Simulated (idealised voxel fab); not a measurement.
The following is a process module called voxel lift off.
The cross-section on display is named cut; it measures 245 nm wide, and its cells are 5 nm squares.
How to read a cross-section here: the picture is a grid of square cells, written as bands going from the top down, and any band can span one or more rows of cells.
A band entry consists of two parts. The first gives the height of the band's top and the height of its bottom, in nm. The rest lists the band's materials from left to right, each with its width in nm. A single material labelled with the word "everywhere" fills the band from edge to edge, and the word "blank" marks empty space.
For the purposes of this specification, 0 denotes the height below which the wafer in its as-received condition is composed wholly of one material, and the lowermost band, lacking a lower limit, extends downward without end, as expressed in "0 nm and below".
The expression "30 to 40" gives the width at the extremes of the band, the first number at its top row of cells and the second at its bottom row, with the width changing by equal amounts from each row to the next in between.
"remains unaltered" means the step left every cell of the cross-section as it was.
In "Enclosed void inventory" the enclosed voids are listed, meaning empty spaces of 8 cells or larger without any opening to the top. The form is width x height at distance, distance from the left edge, units nm.
What comes after the settings on a step's line is commentary from the simulator itself on that step.
The setting "overlay nm" may be written on the line of a step. When the step uses a mask, the value reports how far to the right of the planned place the mask lay, and a negative value reports that it lay to the left.

Planned step list for the process:
1,RECEIVE (material Si)
2,CONFORMAL_DEP (material Al2O3; thk nm 5)
3,PATTERN (tone open; mask id LINES; material resist; width nm 25; pitch nm 45; thk nm 20; overlay nm 0)
4,DIRECTIONAL_DEP (material Ru; thk nm 5)
5,STRIP (etch materials resist)
6,CONFORMAL_DEP (material SiO2; thk nm 10)

Cross-sectional view of the wafer in its as-received condition, corresponding to the state after step 1:
  0 nm and below: Si everywhere
  Enclosed void inventory: none

First of two wafers: cross-section at end of module, run per plan:
  20 nm to 15 nm: blank 30 / SiO2 180 / blank 35
  15 nm to 10 nm: SiO2 everywhere
  10 nm to 5 nm: SiO2 40 / Ru 25 / SiO2 20 / Ru 25 / SiO2 20 / Ru 25 / SiO2 20 / Ru 25 / SiO2 45
  5 nm to 0 nm: Al2O3 everywhere
  0 nm and below: Si everywhere
  Enclosed void inventory: none

Cross-sectional view of the second of two wafers upon completion of the module. This wafer shared its starting condition and process plan with the first; one error was made during its execution:
  10 nm to 5 nm: blank 40 / Ru 25 / blank 20 / Ru 25 / blank 20 / Ru 25 / blank 20 / Ru 25 / blank 45
  5 nm to 0 nm: Al2O3 everywhere
  0 nm and below: Si everywhere
  Enclosed void inventory: none
What went wrong in running the wafer? no execution of plan step 6; skipped
At the finish, the second wafer shows more or fewer cells for some materials than the first does: SiO2 -114
